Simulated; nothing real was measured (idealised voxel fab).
Proc. module: voxel wiring stack
Section cut is 160 nm wide and gridded with 5 nm square cells.
A cross-section is written here as square cells arranged in a grid, and it is given in bands from the top down, each band taking up one or more rows of cells.
Basically the band line says how high the top is and how high the bottom is, in nm, and then what's in it from left to right, every material with its width in nm. Empty space shows up as "air", and if a single material carries "everywhere" it runs the full band edge to edge.
Ref level 0: as-received wafer is one material below here. Bottom band extends down with no lower bound ("z 0 and below").
When a width is written as two numbers, as in "30 to 40", the first number is the width in the top row of cells of the band and the second is the width in its bottom row, and the width changes by the same amount from each row to the next.
Given "no modification" for a step, no cell of the cross-section differs between before and after that step.
Look at "Closed void entries" for the closed voids: empty spaces with no open path to the top, sized 8 cells or up. Each is width x height at distance, distance from the left edge, all nm.
Where a step's line continues beyond its settings, the continuation is a remark by the simulator itself on that step.
overlay nm: where the mask lay relative to plan, measured to the right, on steps with a mask; negatives go left.

The planned process steps are enumerated hereunder
| 1 | RECEIVE,material Si |
| 2 | CONFORMAL_DEP,material SiO2,thk nm 15 |
| 3 | DIRECTIONAL_DEP,material TiN,thk nm 5 |
| 4 | DIRECTIONAL_DEP,material Ru,thk nm 20 |
| 5 | DIRECTIONAL_DEP,material aC,thk nm 15 |
| 6 | PATTERN,tone cover,mask id METAL_1,material resist,width nm 20,pitch nm 35,thk nm 35,overlay nm 0 |
| 7 | DIRECTIONAL_ETCH,etch materials aC,depth nm 15 |
| 8 | STRIP,etch materials resist |
| 9 | DIRECTIONAL_ETCH,etch materials Ru,depth nm 20 |
| 10 | DIRECTIONAL_ETCH,etch materials TiN,depth nm 5 |
| 11 | STRIP,etch materials aC |
| 12 | CONFORMAL_DEP,material SiCN,thk nm 5 |
| 13 | FILL_DEP,material SiO2,thk nm 10 |
| 14 | CMP,height nm 40 |
| 15 | CONFORMAL_DEP,material SiCN,thk nm 5 |
| 16 | DIRECTIONAL_DEP,material lowk,thk nm 30 |
| 17 | MASKED_ETCH,tone open,mask id METAL_2,width nm 20,pitch nm 35,etch materials lowk,depth nm 20,overlay nm 0 |
| 18 | DIRECTIONAL_DEP,material aC,thk nm 10 |
| 19 | PATTERN,tone open,mask id METAL_2_HOLES,material resist,width nm 15,pitch nm 70,thk nm 30,overlay nm 0 |
| 20 | DIRECTIONAL_ETCH,etch materials aC,depth nm 10 |
| 21 | STRIP,etch materials resist |
| 22 | DIRECTIONAL_ETCH,etch materials lowk,depth nm 10 |
| 23 | DIRECTIONAL_ETCH,etch materials SiCN,depth nm 5 |
| 24 | STRIP,etch materials aC |
| 25 | CONFORMAL_DEP,material TiN,thk nm 5 |
| 26 | FILL_DEP,material Cu,thk nm 10 |
| 27 | CMP,height nm 75 |
| 28 | CONFORMAL_DEP,material SiN,thk nm 5 |
The plan's step 19 overlay nm is the first wafer's value; the wafers differ in this setting and start identical.

Cross-section of the first incoming wafer of several, state after step 1
	z 0 and below  Si everywhere
	Closed void entries: none

Table: wafers, a row each; end-of-module cell change per material since receipt, gain (+), loss (-); then closed voids
overlay nm 0, +30 Cu, +64 Ru, +74 SiCN, +32 SiN, +128 SiO2, +68 TiN, +116 lowk, Closed void entries: none
overlay nm 5, +30 Cu, +64 Ru, +74 SiCN, +32 SiN, +128 SiO2, +68 TiN, +116 lowk, Closed void entries: none
overlay nm 10, +26 Cu, +64 Ru, +76 SiCN, +32 SiN, +128 SiO2, +70 TiN, +116 lowk, Closed void entries: none
overlay nm 15, +28 Cu, +64 Ru, +78 SiCN, +32 SiN, +128 SiO2, +66 TiN, +116 lowk, Closed void entries: none
